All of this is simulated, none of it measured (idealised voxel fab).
Process module name: voxel fin reveal
Cross-sectional view cut (width: 185 nm; square cell size: 5 nm).
A cross-section is a grid of square cells, given in bands from the top down. A band is one or more rows of cells. Band: top height; bottom height; in nm. Then, left to right: material with width in nm, for each material. "everywhere": a single material spanning edge to edge. "empty": empty space. Height 0 is the level under which the wafer as received is all one material. The lowest band goes on downwards, as in "0 nm and below". A two-number width, for instance "30..40", indicates that the width is equal to the first number in the top row of the band and to the second number in the bottom row, and that it changes by a constant amount per row of cells. A step reported as "same as before" is a step in which no cell of the cross-section changed. "Sealed void list" lists enclosed empty spaces (at least 8 cells, no open path upward to the top), each as width x height at distance from the left edge, in nm. Step line, after settings: the simulator's comment on this step. Each step line may optionally specify "overlay nm", which for a step with a mask gives the rightward distance between the mask's planned place and where it lay, a negative value indicating the leftward direction.
[These are the steps we planned for the process]
| 1 | RECEIVE | material Si |
| 2 | CONFORMAL_DEP | material SiN | thk nm 5 |
| 3 | MASKED_ETCH | tone cover | mask id FINS | width nm 15 | pitch nm 45 | etch materials SiN | depth nm 5 | overlay nm 0 |
| 4 | MASKED_ETCH | tone cover | mask id FINS | width nm 15 | pitch nm 45 | etch materials Si | depth nm 40 | overlay nm 0 |
| 5 | OXIDIZE | depth nm 5 |
| 6 | FILL_DEP | material SiO2 | thk nm 5 |
| 7 | CMP | height nm 5 |
| 8 | SELECTIVE_ETCH | etch materials SiO2 | depth nm 25 |
| 9 | STRIP | etch materials SiN |
[as received, after step 1]
  0 nm and below: Si everywhere
  Sealed void list: none
[Post-module cross-section of the first of two wafers (run per plan)]
  0 nm to -20 nm: 20 empty  5 Si  40 empty  5 Si  40 empty  5 Si  40 empty  5 Si  25 empty
  -20 nm to -45 nm: 20 SiO2  5 Si  40 SiO2  5 Si  40 SiO2  5 Si  40 SiO2  5 Si  25 SiO2
  -45 nm and below: Si everywhere
  Sealed void list: none
[Cross-section at end of module for the second wafer of two, which matched the first in starting point and plan and differed by one mistake in its processing]
  0 nm to -20 nm: 20 empty  10 Si  35 empty  10 Si  35 empty  10 Si  35 empty  10 Si  20 empty
  -20 nm to -45 nm: 20 SiO2  10 Si  35 SiO2  10 Si  35 SiO2  10 Si  35 SiO2  10 Si  20 SiO2
  -45 nm and below: Si everywhere
  Sealed void list: none
The plan and the run diverged here: off-plan run, step 3, actual operation and settings MASKED_ETCH | tone cover | mask id FINS | width nm 20 | pitch nm 45 | etch materials SiN | depth nm 5 | overlay nm 0
Wafer comparison, final, in cells, second relative to first, materials more or fewer: Si +36; SiO2 -20
